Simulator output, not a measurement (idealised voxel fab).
Name of the process module below: voxel air gaps
The cross-section on display is named cut; it measures 240 nm wide, and its cells are 5 nm squares.
How to read a cross-section here: the picture is a grid of square cells, written as bands going from the top down, and any band can span one or more rows of cells.
What a band's entry tells you: where the top is and where the bottom is, as heights in nm, and after that what lies inside, material by material from left to right, each with its width in nm. Empty space is written as the word "air", and a single material marked with the word "full width" occupies the band from edge to edge.
The reference from which all heights are counted is 0, the level beneath which the as-received wafer is entirely one material; the lowest band, having no lower bound, proceeds downward and is written after the example "0..down".
The expression "30..40" gives the width at the extremes of the band, the first number at its top row of cells and the second at its bottom row, with the width changing by equal amounts from each row to the next in between.
Where a step carries "no alterations made", the cross-section came out of it unchanged, cell for cell.
The list in "Closed-off voids" covers empty spaces of 8 cells or more that cannot reach the top through any open way, and it gives each as width x height at distance; the distance is from the left edge, and width, height and distance are in nm.
Formally, on a step line, whatever follows the settings is a remark that the simulator itself makes on the step.
overlay nm: mask right of planned place by this much (step with mask). Neg. = left.

### These are the steps we planned for the process
step 1: op RECEIVE | material Si
step 2: op CONFORMAL_DEP | material SiO2 | thk nm 15
step 3: op CONFORMAL_DEP | material SiCN | thk nm 5
step 4: op DIRECTIONAL_DEP | material lowk | thk nm 30
step 5: op PATTERN | tone open | mask id LINES | material resist | width nm 15 | pitch nm 45 | thk nm 20 | overlay nm 0
step 6: op DIRECTIONAL_ETCH | etch materials lowk | depth nm 30
step 7: op STRIP | etch materials resist
step 8: op CONFORMAL_DEP | material TiN | thk nm 5
step 9: op FILL_DEP | material Cu | thk nm 10
step 10: op CMP | height nm 50
step 11: op EPI | material Ru | thk nm 10
step 12: op SELECTIVE_ETCH | etch materials lowk | depth nm 40
step 13: op CONFORMAL_DEP | material SiCN | thk nm 5

### First wafer out of two, processed as planned

### So this is the incoming wafer in cross-section - it's already been through step 1
    0..down = Si full width
    Closed-off voids: none

### How the wafer stands in section after step 2
    15..0 = SiO2 full width
    Under the height 0 nothing was changed.

### How the wafer stands in section after step 3
    20..15 = SiCN full width
    Under the height 15 nothing was changed.

### How the wafer stands in section after step 4
    50..20 = lowk full width
    Under the height 20 nothing was changed.

### How the wafer stands in section after step 5
    70..50 = 65 nm resist | 15 nm air | 30 nm resist | 15 nm air | 30 nm resist | 15 nm air | 70 nm resist
    Under the height 50 nothing was changed.

### How the wafer stands in section after step 6
    70..50 = 65 nm resist | 15 nm air | 30 nm resist | 15 nm air | 30 nm resist | 15 nm air | 70 nm resist
    50..20 = 65 nm lowk | 15 nm air | 30 nm lowk | 15 nm air | 30 nm lowk | 15 nm air | 70 nm lowk
    Under the height 20 nothing was changed.

### How the wafer stands in section after step 7
    50..20 = 65 nm lowk | 15 nm air | 30 nm lowk | 15 nm air | 30 nm lowk | 15 nm air | 70 nm lowk
    Under the height 20 nothing was changed.

### How the wafer stands in section after step 8
    55..50 = 70 nm TiN | 5 nm air | 40 nm TiN | 5 nm air | 40 nm TiN | 5 nm air | 75 nm TiN
    50..25 = 65 nm lowk | 5 nm TiN | 5 nm air | 5 nm TiN | 30 nm lowk | 5 nm TiN | 5 nm air | 5 nm TiN | 30 nm lowk | 5 nm TiN | 5 nm air | 5 nm TiN | 70 nm lowk
    25..20 = 65 nm lowk | 15 nm TiN | 30 nm lowk | 15 nm TiN | 30 nm lowk | 15 nm TiN | 70 nm lowk
    Under the height 20 nothing was changed.

### How the wafer stands in section after step 9
    65..55 = Cu full width
    55..50 = 70 nm TiN | 5 nm Cu | 40 nm TiN | 5 nm Cu | 40 nm TiN | 5 nm Cu | 75 nm TiN
    50..25 = 65 nm lowk | 5 nm TiN | 5 nm Cu | 5 nm TiN | 30 nm lowk | 5 nm TiN | 5 nm Cu | 5 nm TiN | 30 nm lowk | 5 nm TiN | 5 nm Cu | 5 nm TiN | 70 nm lowk
    Under the height 25 nothing was changed.

### How the wafer stands in section after step 10
    50..25 = 65 nm lowk | 5 nm TiN | 5 nm Cu | 5 nm TiN | 30 nm lowk | 5 nm TiN | 5 nm Cu | 5 nm TiN | 30 nm lowk | 5 nm TiN | 5 nm Cu | 5 nm TiN | 70 nm lowk
    Under the height 25 nothing was changed.

### How the wafer stands in section after step 11
    60..50 = 55 nm air | 35 nm Ru | 10 nm air | 35 nm Ru | 10 nm air | 35 nm Ru | 60 nm air
    Under the height 50 nothing was changed.

### How the wafer stands in section after step 12
    60..50 = 55 nm air | 35 nm Ru | 10 nm air | 35 nm Ru | 10 nm air | 35 nm Ru | 60 nm air
    50..25 = 65 nm air | 5 nm TiN | 5 nm Cu | 5 nm TiN | 30 nm air | 5 nm TiN | 5 nm Cu | 5 nm TiN | 30 nm air | 5 nm TiN | 5 nm Cu | 5 nm TiN | 70 nm air
    25..20 = 65 nm air | 15 nm TiN | 30 nm air | 15 nm TiN | 30 nm air | 15 nm TiN | 70 nm air
    Under the height 20 nothing was changed.

### How the wafer stands in section after step 13
    65..60 = 50 nm air | 135 nm SiCN | 55 nm air
    60..50 = 50 nm air | 5 nm SiCN | 35 nm Ru | 10 nm SiCN | 35 nm Ru | 10 nm SiCN | 35 nm Ru | 5 nm SiCN | 55 nm air
    50..45 = 50 nm air | 15 nm SiCN | 5 nm TiN | 5 nm Cu | 5 nm TiN | 30 nm SiCN | 5 nm TiN | 5 nm Cu | 5 nm TiN | 30 nm SiCN | 5 nm TiN | 5 nm Cu | 5 nm TiN | 15 nm SiCN | 55 nm air
    45..25 = 60 nm air | 5 nm SiCN | 5 nm TiN | 5 nm Cu | 5 nm TiN | 5 nm SiCN | 20 nm air | 5 nm SiCN | 5 nm TiN | 5 nm Cu | 5 nm TiN | 5 nm SiCN | 20 nm air | 5 nm SiCN | 5 nm TiN | 5 nm Cu | 5 nm TiN | 5 nm SiCN | 65 nm air
    25..20 = 65 nm SiCN | 15 nm TiN | 30 nm SiCN | 15 nm TiN | 30 nm SiCN | 15 nm TiN | 70 nm SiCN
    Under the height 20 nothing was changed.
    Closed-off voids: 20 x 20 at 85; 20 x 20 at 130

### Regarding the second of the two wafers: it shared the first wafer's starting condition and process plan, yet one error occurred during its execution. Its history coincides with that of the first wafer up to and including step 1

### Cross-section of the second wafer when, according to plan, step 2 should have finished
    10..0 = SiO2 full width
    Under the height 0 nothing was changed.

### Cross-section of the second wafer when, according to plan, step 3 should have finished
    15..10 = SiCN full width
    Under the height 10 nothing was changed.

### Cross-section of the second wafer when, according to plan, step 4 should have finished
    45..15 = lowk full width
    Under the height 15 nothing was changed.

### Cross-section of the second wafer when, according to plan, step 5 should have finished
    65..45 = 65 nm resist | 15 nm air | 30 nm resist | 15 nm air | 30 nm resist | 15 nm air | 70 nm resist
    Under the height 45 nothing was changed.

### Cross-section of the second wafer when, according to plan, step 6 should have finished
    65..45 = 65 nm resist | 15 nm air | 30 nm resist | 15 nm air | 30 nm resist | 15 nm air | 70 nm resist
    45..15 = 65 nm lowk | 15 nm air | 30 nm lowk | 15 nm air | 30 nm lowk | 15 nm air | 70 nm lowk
    Under the height 15 nothing was changed.

### Cross-section of the second wafer when, according to plan, step 7 should have finished
    45..15 = 65 nm lowk | 15 nm air | 30 nm lowk | 15 nm air | 30 nm lowk | 15 nm air | 70 nm lowk
    Under the height 15 nothing was changed.

### Cross-section of the second wafer when, according to plan, step 8 should have finished
    50..45 = 70 nm TiN | 5 nm air | 40 nm TiN | 5 nm air | 40 nm TiN | 5 nm air | 75 nm TiN
    45..20 = 65 nm lowk | 5 nm TiN | 5 nm air | 5 nm TiN | 30 nm lowk | 5 nm TiN | 5 nm air | 5 nm TiN | 30 nm lowk | 5 nm TiN | 5 nm air | 5 nm TiN | 70 nm lowk
    20..15 = 65 nm lowk | 15 nm TiN | 30 nm lowk | 15 nm TiN | 30 nm lowk | 15 nm TiN | 70 nm lowk
    Under the height 15 nothing was changed.

### Cross-section of the second wafer when, according to plan, step 9 should have finished
    60..50 = Cu full width
    50..45 = 70 nm TiN | 5 nm Cu | 40 nm TiN | 5 nm Cu | 40 nm TiN | 5 nm Cu | 75 nm TiN
    45..20 = 65 nm lowk | 5 nm TiN | 5 nm Cu | 5 nm TiN | 30 nm lowk | 5 nm TiN | 5 nm Cu | 5 nm TiN | 30 nm lowk | 5 nm TiN | 5 nm Cu | 5 nm TiN | 70 nm lowk
    Under the height 20 nothing was changed.

### Cross-section of the second wafer when, according to plan, step 10 should have finished
    50..45 = 70 nm TiN | 5 nm Cu | 40 nm TiN | 5 nm Cu | 40 nm TiN | 5 nm Cu | 75 nm TiN
    Under the height 45 nothing was changed.

### Cross-section of the second wafer when, according to plan, step 11 should have finished
    60..50 = Ru full width
    Under the height 50 nothing was changed.

Cross-section of the second wafer when, according to plan, step 12 should have finished: no alterations made

### Cross-section of the second wafer when, according to plan, step 13 should have finished
    65..60 = SiCN full width
    Under the height 60 nothing was changed.
What was the processing mistake? step 2 ran as: op CONFORMAL_DEP | material SiO2 | thk nm 10
Materials where the second wafer ends with more or fewer cells than the first: Cu +3 | Ru +54 | SiCN -72 | SiO2 -48 | TiN +45 | lowk +234
Final closed voids: first wafer 2, second wafer 0.
